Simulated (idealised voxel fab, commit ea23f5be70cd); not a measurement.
process module | voxel double patterning
cross-section cut | 235 nm wide | cells 5 nm
A cross-section is a grid of square cells, given in bands from the top down. A band is one or more rows of cells.
Each band's line starts with the height of the band's top and of its bottom, in nm. Then come its materials from left to right, each with its width in nm. One material with "throughout" fills the band from edge to edge. "air" is empty space.
Height 0 is the level under which the wafer as received is all one material. The lowest band goes on downwards, as in "0 down".
A width such as "30 to 40" changes by the same amount from each row of cells to the next, from the band's top row to its bottom row.
"no change" after a step means that no cell of the cross-section changed.
closed voids: empty space of 8 cells or more with no open way to the top, each as width x height at its distance from the left edge, in nm
after a step's settings: what the simulator itself notes on the step
overlay nm, on a step with a mask: how far to the right of its planned place the mask lay; to the left if negative
plan
1 op RECEIVE | material Si
2 op CONFORMAL_DEP | material SiO2 | thk nm 10
3 op DIRECTIONAL_DEP | material W | thk nm 15
4 op DIRECTIONAL_DEP | material SiN | thk nm 10
5 op MASKED_ETCH | tone open | mask id FIRST | width nm 15 | pitch nm 50 | etch materials SiN | depth nm 10 | overlay nm -15
6 op DIRECTIONAL_DEP | material aC | thk nm 15
7 op PATTERN | tone open | mask id SECOND | material resist | width nm 15 | pitch nm 50 | thk nm 35 | overlay nm 0
8 op DIRECTIONAL_ETCH | etch materials aC | depth nm 15
9 op STRIP | etch materials resist
10 op DIRECTIONAL_ETCH | etch materials SiN | depth nm 10
11 op STRIP | etch materials aC
12 op DIRECTIONAL_ETCH | etch materials W | depth nm 15
13 op STRIP | etch materials SiN
varied across the wafers: overlay nm of step 5. The plan shows the first wafer's value. All wafers start alike
first wafer as received, after step 1
  0 down: Si throughout
  closed voids: none
first wafer at the end, after step 13
  25 to 10: W 45 | air 15 | W 25 | air 25 | W 25 | air 25 | W 75
  10 to 0: SiO2 throughout
  0 down: Si throughout
  closed voids: none
last wafer at the end
  25 to 10: W 75 | air 25 | W 25 | air 25 | W 25 | air 15 | W 45
  10 to 0: SiO2 throughout
  0 down: Si throughout
  closed voids: none
each wafer at the end: cells of each material gained (+) or lost (-) since it was received, then its closed voids
overlay nm -15 | +94 SiO2 | +102 W | closed voids: none
overlay nm -10 | +94 SiO2 | +96 W | closed voids: none
overlay nm -5 | +94 SiO2 | +96 W | closed voids: none
overlay nm 0 | +94 SiO2 | +96 W | closed voids: none
overlay nm 5 | +94 SiO2 | +96 W | closed voids: none
overlay nm 10 | +94 SiO2 | +96 W | closed voids: none
overlay nm 15 | +94 SiO2 | +102 W | closed voids: none
